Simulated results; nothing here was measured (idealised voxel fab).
Process module under the name voxel released beams
Displayed cross-section: cut, width of 205 nm, square cells sized 5 nm.
A cross-section is a grid of square cells, given in bands from the top down. A band is one or more rows of cells.
Band entry format. Leading values: height of top, height of bottom, nm. Remainder: materials in left-to-right order, each with its width in nm. Special words: "all across" on a single material, which then fills the band edge to edge; "empty", empty space.
Note: height 0 marks the level under which the wafer is uniformly one material as received. Lowest band unbounded below, written "0 nm and below".
Quick explanation for "30..40": the width changes in equal steps down the rows of cells, from the first number in the band's top row to the second number in its bottom row.
"nothing changed" -> step changed no cross-section cell.
Empty spaces counting at least 8 cells and having no open way to the top are listed in "Closed void list". The notation width x height at distance is used for each, the distance being from the left edge and all three values in nm.
Whatever follows a step's settings on its line is a remark the simulator itself makes about that step.
On any step carrying a mask, the "overlay nm" setting, if present on the step's line, tells how far right of its planned place the mask lay; negative values point to the left.
**Process steps foreseen in the plan**
| 1 | RECEIVE,material Si |
| 2 | CONFORMAL_DEP,material Al2O3,thk nm 10 |
| 3 | DIRECTIONAL_DEP,material SiO2,thk nm 10 |
| 4 | DIRECTIONAL_DEP,material aC,thk nm 10 |
| 5 | PATTERN,tone open,mask id ANCHOR,material resist,width nm 35,thk nm 25,overlay nm 0 |
| 6 | DIRECTIONAL_ETCH,etch materials aC,depth nm 10 |
| 7 | STRIP,etch materials resist |
| 8 | DIRECTIONAL_ETCH,etch materials SiO2,depth nm 10 |
| 9 | STRIP,etch materials aC |
| 10 | CONFORMAL_DEP,material polySi,thk nm 15 |
| 11 | MASKED_ETCH,tone cover,mask id BEAM,width nm 85,etch materials polySi,depth nm 15,overlay nm 0 |
| 12 | STRIP,etch materials SiO2 |
**The first wafer of two, processed as planned**
**Received-state cross-section, reflecting completion of step 1**
* 0 nm and below: Si all across
* Closed void list: none
**Wafer after step 2 (cross-section)**
* 10 nm to 0 nm: Al2O3 all across
* Below 0, no change.
**Wafer after step 3 (cross-section)**
* 20 nm to 10 nm: SiO2 all across
* Below 10, no change.
**Wafer after step 4 (cross-section)**
* 30 nm to 20 nm: aC all across
* Below 20, no change.
**Wafer after step 5 (cross-section)**
* 55 nm to 30 nm: resist 60  empty 35  resist 110
* Below 30, no change.
**Wafer after step 6 (cross-section)**
* 45 nm to 30 nm: resist 60  empty 35  resist 110
* 30 nm to 20 nm: aC 60  empty 35  aC 110
* Below 20, no change.
**Wafer after step 7 (cross-section)**
* 30 nm to 20 nm: aC 60  empty 35  aC 110
* Below 20, no change.
**Wafer after step 8 (cross-section)**
* 30 nm to 20 nm: aC 60  empty 35  aC 110
* 20 nm to 10 nm: SiO2 60  empty 35  SiO2 110
* Below 10, no change.
**Wafer after step 9 (cross-section)**
* 20 nm to 10 nm: SiO2 60  empty 35  SiO2 110
* Below 10, no change.
**Wafer after step 10 (cross-section)**
* 35 nm to 25 nm: polySi 75  empty 5  polySi 125
* 25 nm to 20 nm: polySi all across
* 20 nm to 10 nm: SiO2 60  polySi 35  SiO2 110
* Below 10, no change.
**Wafer after step 11 (cross-section)**
* 35 nm to 25 nm: empty 55  polySi 20  empty 5  polySi 60  empty 65
* 25 nm to 20 nm: empty 55  polySi 85  empty 65
* Below 20, no change.
**Wafer after step 12 (cross-section)**
* 35 nm to 25 nm: empty 55  polySi 20  empty 5  polySi 60  empty 65
* 25 nm to 20 nm: empty 55  polySi 85  empty 65
* 20 nm to 10 nm: empty 60  polySi 35  empty 110
* Below 10, no change.
**Here the second wafer is described. Its start and its plan were those of the first wafer. Its run contained one mistake. Up to and including step 11, it did exactly what the first wafer did**
**Here is the second wafer in cross-section at the point where step 12 of the plan should have been done**
* 20 nm to 10 nm: SiO2 60  empty 35  SiO2 110
* Below 10, no change.
Here's what went sideways: heads up, step 12 didn't go per plan, it actually ran as STRIP,etch materials polySi
End of process, cell counts, second wafer against first, materials with more or fewer: 68 more of SiO2; 63 fewer of polySi
